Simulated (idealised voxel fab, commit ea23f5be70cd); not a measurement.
process module | voxel plated lines
cross-section cut | 265 nm wide | cells 5 nm
A cross-section is a grid of square cells, given in bands from the top down. A band is one or more rows of cells.
Each band's line starts with the height of the band's top and of its bottom, in nm. Then come its materials from left to right, each with its width in nm. One material with "throughout" fills the band from edge to edge. "air" is empty space.
Height 0 is the level under which the wafer as received is all one material. The lowest band goes on downwards, as in "0 down".
A width such as "30 to 40" changes by the same amount from each row of cells to the next, from the band's top row to its bottom row.
"no change" after a step means that no cell of the cross-section changed.
closed voids: empty space of 8 cells or more with no open way to the top, each as width x height at its distance from the left edge, in nm
after a step's settings: what the simulator itself notes on the step
overlay nm, on a step with a mask: how far to the right of its planned place the mask lay; to the left if negative
plan
1 op RECEIVE | material Si
2 op CONFORMAL_DEP | material SiO2 | thk nm 15
3 op DIRECTIONAL_DEP | material TiN | thk nm 5
4 op PATTERN | tone open | mask id LINES | material resist | width nm 20 | pitch nm 50 | thk nm 20 | overlay nm 0
5 op EPI | material Ru | thk nm 5
6 op STRIP | etch materials resist
7 op DIRECTIONAL_ETCH | etch materials TiN | depth nm 5
8 op CONFORMAL_DEP | material SiN | thk nm 10
as received, after step 1
  0 down: Si throughout
  closed voids: none
a wafer at the end: this start, this plan, one mistake
  35 to 25: air 25 | SiN 40 | air 10 | SiN 40 | air 10 | SiN 40 | air 10 | SiN 40 | air 50
  25 to 20: SiN 35 | Ru 20 | SiN 30 | Ru 20 | SiN 30 | Ru 20 | SiN 30 | Ru 20 | SiN 60
  20 to 15: SiN 35 | TiN 20 | SiN 30 | TiN 20 | SiN 30 | TiN 20 | SiN 30 | TiN 20 | SiN 60
  15 to 0: SiO2 throughout
  0 down: Si throughout
  closed voids: none
what went wrong: step 4 ran as: op PATTERN | tone open | mask id LINES | material resist | width nm 20 | pitch nm 50 | thk nm 20 | overlay nm -10
